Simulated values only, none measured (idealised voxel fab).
A process module follows: voxel spacer lines.
In the cross-section labelled cut, the width is 265 nm and each square cell is 5 nm.
The cross-sections in this document take the form of a grid made of square cells. They are written out as bands, in order from top to bottom. Each band consists of one or more rows of cells. Read a band's entry like this: the first values are the height of its top and the height of its bottom in nm, and what follows is the sequence of materials from left to right, each with its width in nm. Note that "blank" is empty space, and that a single material marked "full width" reaches across the band from edge to edge. Heights are measured from 0, the level below which the as-received wafer is all one material; the lowest band has no bottom and continues downward, written as in "0..down". With a width like "30 to 40", each row of cells in the band differs from the next by the same amount, the top row carrying the first number and the bottom row the second. Where the words "all unchanged" appear for a step, the cross-section shows no cell changed by that step; every cell remained as before. Closed void table: empty space of 8 cells or more with no open way to the top, each as width x height at its distance from the left edge, in nm. On each step's line, the part that comes after the settings is the simulator's own comment on the step. overlay nm: for a step with a mask, the amount by which the mask lay right of where it was planned; a negative amount means left of it.
# The steps planned for the process are as follows
1,RECEIVE (material Si)
2,CONFORMAL_DEP (material Al2O3; thk nm 10)
3,DIRECTIONAL_DEP (material W; thk nm 10)
4,DIRECTIONAL_DEP (material polySi; thk nm 25)
5,PATTERN (tone cover; mask id MANDREL; material resist; width nm 20; pitch nm 70; thk nm 30; overlay nm 0)
6,DIRECTIONAL_ETCH (etch materials polySi; depth nm 25)
7,STRIP (etch materials resist)
8,CONFORMAL_DEP (material SiO2; thk nm 15)
9,DIRECTIONAL_ETCH (etch materials SiO2; depth nm 15)
10,STRIP (etch materials polySi)
11,DIRECTIONAL_ETCH (etch materials W; depth nm 10)
12,STRIP (etch materials SiO2)
# The first of the two wafers, which ran as planned
# As-received state of the wafer in cross-section, equivalent to post-step 1
    0..down: Si full width
    Closed void table: none
# Wafer xsec, post step 2
    10..0: Al2O3 full width
    Below 0, the layers are the same as they were.
# Wafer xsec, post step 3
    20..10: W full width
    Below 10, the layers are the same as they were.
# Wafer xsec, post step 4
    45..20: polySi full width
    Below 20, the layers are the same as they were.
# Wafer xsec, post step 5
    75..45: blank 85 / resist 20 / blank 50 / resist 20 / blank 90
    Below 45, the layers are the same as they were.
# Wafer xsec, post step 6
    75..45: blank 85 / resist 20 / blank 50 / resist 20 / blank 90
    45..20: blank 85 / polySi 20 / blank 50 / polySi 20 / blank 90
    Below 20, the layers are the same as they were.
# Wafer xsec, post step 7
    45..20: blank 85 / polySi 20 / blank 50 / polySi 20 / blank 90
    Below 20, the layers are the same as they were.
# Wafer xsec, post step 8
    60..45: blank 70 / SiO2 50 / blank 20 / SiO2 50 / blank 75
    45..35: blank 70 / SiO2 15 / polySi 20 / SiO2 15 / blank 20 / SiO2 15 / polySi 20 / SiO2 15 / blank 75
    35..20: SiO2 85 / polySi 20 / SiO2 50 / polySi 20 / SiO2 90
    Below 20, the layers are the same as they were.
# Wafer xsec, post step 9
    45..20: blank 70 / SiO2 15 / polySi 20 / SiO2 15 / blank 20 / SiO2 15 / polySi 20 / SiO2 15 / blank 75
    Below 20, the layers are the same as they were.
# Wafer xsec, post step 10
    45..20: blank 70 / SiO2 15 / blank 20 / SiO2 15 / blank 20 / SiO2 15 / blank 20 / SiO2 15 / blank 75
    Below 20, the layers are the same as they were.
# Wafer xsec, post step 11
    45..20: blank 70 / SiO2 15 / blank 20 / SiO2 15 / blank 20 / SiO2 15 / blank 20 / SiO2 15 / blank 75
    20..10: blank 70 / W 15 / blank 20 / W 15 / blank 20 / W 15 / blank 20 / W 15 / blank 75
    Below 10, the layers are the same as they were.
# Wafer xsec, post step 12
    20..10: blank 70 / W 15 / blank 20 / W 15 / blank 20 / W 15 / blank 20 / W 15 / blank 75
    Below 10, the layers are the same as they were.
# Second wafer, same starting conditions and recipe as the first, one mistake in executing it, nothing differs from the first up to and including step 4
# Cross-section of the second wafer corresponding to the planned conclusion of step 5
    75..45: blank 80 / resist 30 / blank 40 / resist 30 / blank 85
    Below 45, the layers are the same as they were.
# Cross-section of the second wafer corresponding to the planned conclusion of step 6
    75..45: blank 80 / resist 30 / blank 40 / resist 30 / blank 85
    45..20: blank 80 / polySi 30 / blank 40 / polySi 30 / blank 85
    Below 20, the layers are the same as they were.
# Cross-section of the second wafer corresponding to the planned conclusion of step 7
    45..20: blank 80 / polySi 30 / blank 40 / polySi 30 / blank 85
    Below 20, the layers are the same as they were.
# Cross-section of the second wafer corresponding to the planned conclusion of step 8
    60..45: blank 65 / SiO2 60 / blank 10 / SiO2 60 / blank 70
    45..35: blank 65 / SiO2 15 / polySi 30 / SiO2 15 / blank 10 / SiO2 15 / polySi 30 / SiO2 15 / blank 70
    35..20: SiO2 80 / polySi 30 / SiO2 40 / polySi 30 / SiO2 85
    Below 20, the layers are the same as they were.
# Cross-section of the second wafer corresponding to the planned conclusion of step 9
    45..20: blank 65 / SiO2 15 / polySi 30 / SiO2 15 / blank 10 / SiO2 15 / polySi 30 / SiO2 15 / blank 70
    Below 20, the layers are the same as they were.
# Cross-section of the second wafer corresponding to the planned conclusion of step 10
    45..20: blank 65 / SiO2 15 / blank 30 / SiO2 15 / blank 10 / SiO2 15 / blank 30 / SiO2 15 / blank 70
    Below 20, the layers are the same as they were.
# Cross-section of the second wafer corresponding to the planned conclusion of step 11
    45..20: blank 65 / SiO2 15 / blank 30 / SiO2 15 / blank 10 / SiO2 15 / blank 30 / SiO2 15 / blank 70
    20..10: blank 65 / W 15 / blank 30 / W 15 / blank 10 / W 15 / blank 30 / W 15 / blank 70
    Below 10, the layers are the same as they were.
# Cross-section of the second wafer corresponding to the planned conclusion of step 12
    20..10: blank 65 / W 15 / blank 30 / W 15 / blank 10 / W 15 / blank 30 / W 15 / blank 70
    Below 10, the layers are the same as they were.
what went wrong: off-plan run, step 5, actual operation and settings PATTERN (tone cover; mask id MANDREL; material resist; width nm 30; pitch nm 70; thk nm 30; overlay nm 0)
So at the finish, the second wafer's got exactly as many cells of each material as the first, just not in the same spots.
